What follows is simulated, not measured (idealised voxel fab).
Process module in this document: voxel ribs on slabs
Xsec cut, 170 nm wide, square cell size 5 nm.
Cross-section spec: square-cell grid; bands listed top down; each band is one or more rows.
Band entry format. Leading values: height of top, height of bottom, nm. Remainder: materials in left-to-right order, each with its width in nm. Special words: "full width" on a single material, which then fills the band edge to edge; "blank", empty space.
The level at which height equals 0 is the one under which the wafer, as it arrives, is entirely one material. No lower edge exists for the bottom band, which continues downward and is notated as in "z 0 and below".
Width: "30 to 40" (first number = top row, second number = bottom row, same change from row to row of cells).
Given "no modifications" for a step, no cell of the cross-section differs between before and after that step.
Closed-off voids of 8+ cells (no open route to the top) go in "Sealed void inventory", written width x height at distance from the left edge, in nm.
It should be noted that, on the line of a given step, the content following the step's settings is a remark produced by the simulator itself with respect to that step.
overlay nm: for a step with a mask, the amount by which the mask lay right of where it was planned; a negative amount means left of it.
# Listed below are the process steps as planned
1: RECEIVE with material Si
2: DIRECTIONAL_DEP with material SiO2, thk nm 30
3: DIRECTIONAL_DEP with material SiN, thk nm 15
4: PATTERN with tone cover, mask id RIB, material resist, width nm 20, thk nm 15, overlay nm 0
5: DIRECTIONAL_ETCH with etch materials SiN, depth nm 10
6: STRIP with etch materials resist
7: DIRECTIONAL_DEP with material aC, thk nm 15
8: PATTERN with tone cover, mask id SLAB, material resist, width nm 70, thk nm 35, overlay nm 0
9: DIRECTIONAL_ETCH with etch materials aC, depth nm 15
10: STRIP with etch materials resist
11: DIRECTIONAL_ETCH with etch materials SiN, depth nm 5
12: STRIP with etch materials aC
13: FILL_DEP with material SiO2, thk nm 20
14: CMP with height nm 55
15: DIRECTIONAL_DEP with material W, thk nm 10
16: DIRECTIONAL_DEP with material aC, thk nm 10
17: PATTERN with tone cover, mask id HEATER, material resist, width nm 30, thk nm 25, overlay nm 0
18: DIRECTIONAL_ETCH with etch materials aC, depth nm 10
19: STRIP with etch materials resist
20: DIRECTIONAL_ETCH with etch materials W, depth nm 10
21: STRIP with etch materials aC
22: CONFORMAL_DEP with material SiN, thk nm 5
# Cross-sectional view of the wafer in its as-received condition, corresponding to the state after step 1
> z 0 and below: Si full width
> Sealed void inventory: none
# The first of two wafers, cross-sectioned at the end of the module, with the run proceeding as planned
> z 70 to 65: blank 65 nm; SiN 40 nm; blank 65 nm
> z 65 to 60: blank 65 nm; SiN 5 nm; W 30 nm; SiN 5 nm; blank 65 nm
> z 60 to 55: SiN 70 nm; W 30 nm; SiN 70 nm
> z 55 to 45: SiO2 full width
> z 45 to 35: SiO2 75 nm; SiN 20 nm; SiO2 75 nm
> z 35 to 30: SiO2 50 nm; SiN 70 nm; SiO2 50 nm
> z 30 to 0: SiO2 full width
> z 0 and below: Si full width
> Sealed void inventory: none
# Presented here is a cross-section of the second of the two wafers as it stood at the end of the module. It was started in the same manner and assigned the same plan as the first wafer; however, one mistake was made in its execution
> z 65 to 55: blank 70 nm; W 30 nm; blank 70 nm
> z 55 to 45: SiO2 full width
> z 45 to 35: SiO2 75 nm; SiN 20 nm; SiO2 75 nm
> z 35 to 30: SiO2 50 nm; SiN 70 nm; SiO2 50 nm
> z 30 to 0: SiO2 full width
> z 0 and below: Si full width
> Sealed void inventory: none
Against the plan, the run slipped here: step 22 of the plan was jumped over and never run
Final comparison by cell count, materials where the second wafer has more or fewer than the first: SiN: 38 fewer
